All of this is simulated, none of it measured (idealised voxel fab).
Process module heading - voxel ribs on slabs
The cross-section on display is named cut; it measures 300 nm wide, and its cells are 5 nm squares.
Cross-section = grid of square cells, listed top down in bands; band = one or more rows. Basically the band line says how high the top is and how high the bottom is, in nm, and then what's in it from left to right, every material with its width in nm. Empty space shows up as "air", and if a single material carries "full width" it runs the full band edge to edge. Heights are expressed relative to 0, this being the level below which the as-received wafer comprises one material exclusively. The lowest band is unbounded in the downward direction and is denoted as in "0 down". Width "30 to 40": first value at the band's top row of cells, second value at its bottom row, equal change from row to row. Any step labelled "remained unchanged" changed none of the cells in the cross-section. Entry "Enclosed empty spaces". Content: empty spaces with no open connection to the top, size 8 cells or greater. Each: width x height at distance. Distance: from left edge. Unit: nm. If you see something after the settings on a step's line, that's the simulator's own remark about that step. Steps that use a mask can have "overlay nm" on their line. It says how far the mask sat to the right of where it was meant to be. Negative means to the left.

Planned step list for the process
1,RECEIVE, material Si
2,DIRECTIONAL_DEP, material SiO2, thk nm 30
3,DIRECTIONAL_DEP, material SiN, thk nm 25
4,MASKED_ETCH, tone cover, mask id RIB, width nm 20, etch materials SiN, depth nm 20, overlay nm 0
5,MASKED_ETCH, tone cover, mask id SLAB, width nm 60, etch materials SiN, depth nm 5, overlay nm 0
6,FILL_DEP, material SiO2, thk nm 25
7,CMP, height nm 75
8,DIRECTIONAL_DEP, material W, thk nm 5
9,MASKED_ETCH, tone cover, mask id HEATER, width nm 30, etch materials W, depth nm 5, overlay nm 0
10,CONFORMAL_DEP, material SiO2, thk nm 5

Here's what the wafer looked like in cross-section when it arrived - that's after step 1
  0 down | Si full width
  Enclosed empty spaces: none

Post-module cross-section of the first of two wafers (run per plan)
  85 to 80 | 130 air, then 40 SiO2, then 130 air
  80 to 75 | 135 SiO2, then 30 W, then 135 SiO2
  75 to 55 | SiO2 full width
  55 to 35 | 140 SiO2, then 20 SiN, then 140 SiO2
  35 to 30 | 120 SiO2, then 60 SiN, then 120 SiO2
  30 to 0 | SiO2 full width
  0 down | Si full width
  Enclosed empty spaces: none

The second wafer, shown in cross-section after the module: started the same way as the first and given the same plan, yet one mistake crept into how it was run
  85 to 80 | 130 air, then 40 SiO2, then 130 air
  80 to 75 | 135 SiO2, then 30 W, then 135 SiO2
  75 to 55 | SiO2 full width
  55 to 50 | 120 SiO2, then 20 SiN, then 20 SiO2, then 20 SiN, then 120 SiO2
  50 to 35 | 140 SiN, then 20 SiO2, then 140 SiN
  35 to 30 | SiN full width
  30 to 0 | SiO2 full width
  0 down | Si full width
  Enclosed empty spaces: none
Finding, execution versus plan: planned and actual differ for step 4; actual: MASKED_ETCH, tone open, mask id RIB, width nm 20, etch materials SiN, depth nm 20, overlay nm 0
Once processing is complete, comparing cell counts shows that the second wafer has more or fewer of certain materials than the first: SiN: 208 more | SiO2: 208 fewer
